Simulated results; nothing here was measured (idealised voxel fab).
Process module under the name voxel spacer lines
155 nm wide, 5 nm square cells: that's cross-section cut.
Cross-section format: a grid of square cells, given as bands from top to bottom; each band is one or more rows of cells. In this notation a band is specified by the heights of its top and bottom, in that order and in nm, after which its materials appear from left to right, each paired with its width in nm. The word "throughout" attached to a single material means that material fills the band from edge to edge; the word "air" stands for empty space. Basically, 0 is our baseline, since under it the wafer straight out of the box is all one material. The bottom band has no lower end and keeps on going down, so it looks like "0..down". It should be noted that a width expressed as "30->40" varies in equal increments from row to row of cells within the band, taking the value of the first number at the top row and that of the second number at the bottom row. Any step labelled "nothing altered" changed none of the cells in the cross-section. The entry titled "Closed voids list" provides the empty spaces that have no open way to the top, restricted to those of 8 cells or more. Each is presented as width x height at distance, the distance being measured from the left edge, with all three in nm. What comes after the settings on a step's line is commentary from the simulator itself on that step. overlay nm, on a step with a mask: how far to the right of its planned place the mask lay; to the left if negative.
List of planned process steps:
| 1 | RECEIVE,material Si |
| 2 | CONFORMAL_DEP,material Al2O3,thk nm 10 |
| 3 | DIRECTIONAL_DEP,material SiN,thk nm 20 |
| 4 | DIRECTIONAL_DEP,material aC,thk nm 25 |
| 5 | PATTERN,tone cover,mask id MANDREL,material resist,width nm 20,pitch nm 60,thk nm 30,overlay nm 0 |
| 6 | DIRECTIONAL_ETCH,etch materials aC,depth nm 25 |
| 7 | STRIP,etch materials resist |
| 8 | CONFORMAL_DEP,material SiO2,thk nm 10 |
| 9 | DIRECTIONAL_ETCH,etch materials SiO2,depth nm 10 |
| 10 | STRIP,etch materials aC |
| 11 | DIRECTIONAL_ETCH,etch materials SiN,depth nm 20 |
| 12 | STRIP,etch materials SiO2 |
Wafer, first of two, run as planned:
Incoming wafer in cross-section (state: after step 1):
    0..down = Si throughout
    Closed voids list: none
After step 2:
    10..0 = Al2O3 throughout
    Unchanged below 0.
After step 3:
    30..10 = SiN throughout
    Unchanged below 10.
After step 4:
    55..30 = aC throughout
    Unchanged below 30.
After step 5:
    85..55 = air: 35, then resist: 20, then air: 40, then resist: 20, then air: 40
    Unchanged below 55.
After step 6:
    60..55 = air: 35, then resist: 20, then air: 40, then resist: 20, then air: 40
    55..30 = air: 35, then aC: 20, then air: 40, then aC: 20, then air: 40
    Unchanged below 30.
After step 7:
    55..30 = air: 35, then aC: 20, then air: 40, then aC: 20, then air: 40
    Unchanged below 30.
After step 8:
    65..55 = air: 25, then SiO2: 40, then air: 20, then SiO2: 40, then air: 30
    55..40 = air: 25, then SiO2: 10, then aC: 20, then SiO2: 10, then air: 20, then SiO2: 10, then aC: 20, then SiO2: 10, then air: 30
    40..30 = SiO2: 35, then aC: 20, then SiO2: 40, then aC: 20, then SiO2: 40
    Unchanged below 30.
After step 9:
    55..30 = air: 25, then SiO2: 10, then aC: 20, then SiO2: 10, then air: 20, then SiO2: 10, then aC: 20, then SiO2: 10, then air: 30
    Unchanged below 30.
After step 10:
    55..30 = air: 25, then SiO2: 10, then air: 20, then SiO2: 10, then air: 20, then SiO2: 10, then air: 20, then SiO2: 10, then air: 30
    Unchanged below 30.
After step 11:
    55..30 = air: 25, then SiO2: 10, then air: 20, then SiO2: 10, then air: 20, then SiO2: 10, then air: 20, then SiO2: 10, then air: 30
    30..10 = air: 25, then SiN: 10, then air: 20, then SiN: 10, then air: 20, then SiN: 10, then air: 20, then SiN: 10, then air: 30
    Unchanged below 10.
After step 12:
    30..10 = air: 25, then SiN: 10, then air: 20, then SiN: 10, then air: 20, then SiN: 10, then air: 20, then SiN: 10, then air: 30
    Unchanged below 10.
It is to be noted that the second wafer proceeded from the same initial state and according to the same plan as the first, although one mistake was committed in its execution; through step 2, inclusive, the two wafers share an identical history:
When step 3 should have ended:
    30..0 = Al2O3 throughout
    Unchanged below 0.
When step 4 should have ended:
    55..30 = aC throughout
    Unchanged below 30.
When step 5 should have ended:
    85..55 = air: 35, then resist: 20, then air: 40, then resist: 20, then air: 40
    Unchanged below 55.
When step 6 should have ended:
    60..55 = air: 35, then resist: 20, then air: 40, then resist: 20, then air: 40
    55..30 = air: 35, then aC: 20, then air: 40, then aC: 20, then air: 40
    Unchanged below 30.
When step 7 should have ended:
    55..30 = air: 35, then aC: 20, then air: 40, then aC: 20, then air: 40
    Unchanged below 30.
When step 8 should have ended:
    65..55 = air: 25, then SiO2: 40, then air: 20, then SiO2: 40, then air: 30
    55..40 = air: 25, then SiO2: 10, then aC: 20, then SiO2: 10, then air: 20, then SiO2: 10, then aC: 20, then SiO2: 10, then air: 30
    40..30 = SiO2: 35, then aC: 20, then SiO2: 40, then aC: 20, then SiO2: 40
    Unchanged below 30.
When step 9 should have ended:
    55..30 = air: 25, then SiO2: 10, then aC: 20, then SiO2: 10, then air: 20, then SiO2: 10, then aC: 20, then SiO2: 10, then air: 30
    Unchanged below 30.
When step 10 should have ended:
    55..30 = air: 25, then SiO2: 10, then air: 20, then SiO2: 10, then air: 20, then SiO2: 10, then air: 20, then SiO2: 10, then air: 30
    Unchanged below 30.
when step 11 should have ended: nothing altered
When step 12 should have ended:
    30..0 = Al2O3 throughout
    Unchanged below 0.
Deviation from plan: step 3 deviated from plan and actually ran as DIRECTIONAL_DEP,material Al2O3,thk nm 20
The second wafer ends with more or fewer cells of some materials than the first, per final count: Al2O3 +124 | SiN -32
